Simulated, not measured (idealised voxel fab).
Name of the process module below: voxel capacitor over wiring
Cross-sectional view cut (width: 230 nm; square cell size: 5 nm).
Just so we're on the same page, the cross-sections are grids of square cells, and they're listed out in bands top to bottom, each band one or more rows deep.
Top height, bottom height, nm. Materials left to right, width each, nm. Single material + "everywhere" = fills band edge to edge. "empty" = empty.
We count height from 0. Below that, the starting wafer is all one material. The lowest band never ends at the bottom but goes on down; see "0 and below" for how that is written.
The notation "30 to 40" denotes a width that varies across the rows of cells in the band, beginning at the first number in the top row, finishing at the second number in the bottom row, and changing by an identical amount from each row to the next.
It should be understood that the words "nothing different", when stated for a given step, signify that the cross-section underwent no change in any of its cells during that step.
"Non-vented voids" contains a list of empty spaces, each no smaller than 8 cells and without an open way to the top, written in the form width x height at distance with the distance from the left edge and all three in nm.
Whatever follows a step's settings on its line is a remark the simulator itself makes about that step.
overlay nm: on a step with a mask, how far right of its planned place the mask lay; negative means left.
### Here's what the planned process steps look like
1,RECEIVE with material Si
2,CONFORMAL_DEP with material SiO2, thk nm 10
3,CONFORMAL_DEP with material SiCN, thk nm 5
4,DIRECTIONAL_DEP with material lowk, thk nm 20
5,MASKED_ETCH with tone open, mask id METAL_1, width nm 30, pitch nm 90, etch materials lowk, depth nm 20, overlay nm 0
6,MASKED_ETCH with tone open, mask id METAL_1, width nm 30, pitch nm 90, etch materials SiCN, depth nm 5, overlay nm 0
7,CONFORMAL_DEP with material TiN, thk nm 5
8,FILL_DEP with material W, thk nm 10
9,CMP with height nm 35
10,EPI with material Ru, thk nm 5
11,FILL_DEP with material SiCN, thk nm 5
12,DIRECTIONAL_DEP with material SiO2, thk nm 15
13,MASKED_ETCH with tone open, mask id PLUG_1, width nm 15, etch materials SiO2, depth nm 15, overlay nm 0
14,MASKED_ETCH with tone open, mask id PLUG_1, width nm 15, etch materials SiCN, depth nm 5, overlay nm 0
15,EPI with material Ru, thk nm 10
16,EPI with material Ru, thk nm 10
17,DIRECTIONAL_DEP with material TiN, thk nm 5
18,DIRECTIONAL_DEP with material SiN, thk nm 5
19,DIRECTIONAL_DEP with material TiN, thk nm 5
20,PATTERN with tone cover, mask id UPPER_PLATE, material resist, width nm 65, thk nm 15, overlay nm 0
21,DIRECTIONAL_ETCH with etch materials TiN, depth nm 5
22,DIRECTIONAL_ETCH with etch materials SiN, depth nm 5
23,STRIP with etch materials resist
24,MASKED_ETCH with tone cover, mask id LOWER_PLATE, width nm 75, etch materials TiN, depth nm 5, overlay nm 0
25,FILL_DEP with material SiO2, thk nm 20
26,CMP with height nm 90
27,PATTERN with tone open, mask id PLUG_2, material resist, width nm 15, thk nm 20, overlay nm 0
28,DIRECTIONAL_ETCH with etch materials SiO2, depth nm 15
29,STRIP with etch materials resist
30,CONFORMAL_DEP with material TiN, thk nm 5
31,FILL_DEP with material Ru, thk nm 10
32,CMP with height nm 90
33,CONFORMAL_DEP with material SiN, thk nm 5
### Cross-section of the wafer upon arrival, representing the state reached after step 1
- 0 and below = Si everywhere
- Non-vented voids: none
### Same starting wafer, same plan as above, one mistake in the execution; this is the cross-section at the end of the module
- 95 down to 90 = SiN everywhere
- 90 down to 80 = SiO2=80 to 70  TiN=15 to 25  SiO2=135
- 80 down to 75 = SiO2=70  SiN=25  SiO2=135
- 75 down to 70 = SiO2=65  TiN=70  SiO2=95
- 70 down to 65 = SiO2=60  Ru=35  SiN=40  SiO2=95
- 65 down to 60 = SiO2=60  Ru=35  TiN=45  SiO2=90
- 60 down to 45 = SiO2=70  Ru=15  SiO2=145
- 45 down to 40 = SiCN=70  Ru=15  SiCN=145
- 40 down to 35 = SiCN=50  Ru=40  SiCN=50  Ru=40  SiCN=50
- 35 down to 15 = lowk=55  TiN=5  W=20  TiN=5  lowk=60  TiN=5  W=20  TiN=5  lowk=55
- 15 down to 10 = SiCN=55  TiN=30  SiCN=60  TiN=30  SiCN=55
- 10 down to 0 = SiO2 everywhere
- 0 and below = Si everywhere
- Non-vented voids: none
Deviation noted in wafer processing: one of 15 and 16 ran twice, no way to know which since they are all identical
